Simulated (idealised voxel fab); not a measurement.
Process module under the name voxel self aligned contacts
The cross-section on display is named cut; it measures 205 nm wide, and its cells are 5 nm squares.
A cross-section is written here as square cells arranged in a grid, and it is given in bands from the top down, each band taking up one or more rows of cells. The band entry comprises the height of the band's top followed by the height of its bottom, expressed in nm, and subsequently the band's materials from left to right, each stated together with its width in nm. Where a single material is marked with the word "throughout", that material fills the band from edge to edge. The word "empty" represents empty space. Ref level 0: as-received wafer is one material below here. Bottom band extends down with no lower bound ("0 and below"). Width spec "30 to 40" -> top row of cells at first value, bottom row at second value, equal per-row change in between. Step marked "no change occurred"? Then no cell in the cross-section changed in it. Voids not open to the top, 8 cells minimum: see "Enclosed void list". Written width x height at distance; distance is from the left edge; nm. Step line, after settings: the simulator's comment on this step. overlay nm: where the mask lay relative to plan, measured to the right, on steps with a mask; negatives go left.
Set out below are the planned steps of the process
1) RECEIVE, material Si
2) CONFORMAL_DEP, material SiO2, thk nm 5
3) DIRECTIONAL_DEP, material polySi, thk nm 25
4) DIRECTIONAL_DEP, material SiN, thk nm 20
5) PATTERN, tone cover, mask id GATE, material resist, width nm 25, pitch nm 50, thk nm 15, overlay nm 0
6) DIRECTIONAL_ETCH, etch materials SiN, depth nm 20
7) DIRECTIONAL_ETCH, etch materials polySi, depth nm 25
8) STRIP, etch materials resist
9) CONFORMAL_DEP, material SiN, thk nm 5
10) DIRECTIONAL_ETCH, etch materials SiN, depth nm 5
11) FILL_DEP, material SiO2, thk nm 20
12) CMP, height nm 60
13) DIRECTIONAL_DEP, material aC, thk nm 15
14) PATTERN, tone open, mask id CONTACT, material resist, width nm 35, pitch nm 50, thk nm 30, overlay nm 0
15) DIRECTIONAL_ETCH, etch materials aC, depth nm 15
16) STRIP, etch materials resist
17) DIRECTIONAL_ETCH, etch materials SiO2, depth nm 60
18) STRIP, etch materials aC
19) CONFORMAL_DEP, material TiN, thk nm 5
20) FILL_DEP, material W, thk nm 5
21) CMP, height nm 60
22) CONFORMAL_DEP, material SiN, thk nm 5
Wafer as received: cross-section following step 1
0 and below = Si throughout
Enclosed void list: none
The following cross-section depicts the wafer upon conclusion of the module. Processing commenced from the starting condition illustrated above and adhered to the plan illustrated above, save for one mistake in execution
65 down to 60 = SiN throughout
60 down to 55 = SiO2=60 | TiN=5 | W=25 | TiN=5 | SiO2=15 | TiN=5 | W=25 | TiN=5 | SiO2=60
55 down to 50 = SiO2=60 | TiN=35 | SiO2=15 | TiN=35 | SiO2=60
50 down to 30 = SiO2=35 | SiN=40 | TiN=10 | SiN=40 | TiN=10 | SiN=40 | SiO2=30
30 down to 5 = SiO2=35 | SiN=5 | polySi=30 | SiN=5 | TiN=10 | SiN=5 | polySi=30 | SiN=5 | TiN=10 | SiN=5 | polySi=30 | SiN=5 | SiO2=30
5 down to 0 = SiO2=75 | TiN=10 | SiO2=40 | TiN=10 | SiO2=70
0 and below = Si throughout
Enclosed void list: none
The plan and the run diverged here: planned and actual differ for step 5; actual: PATTERN, tone cover, mask id GATE, material resist, width nm 30, pitch nm 50, thk nm 15, overlay nm 0
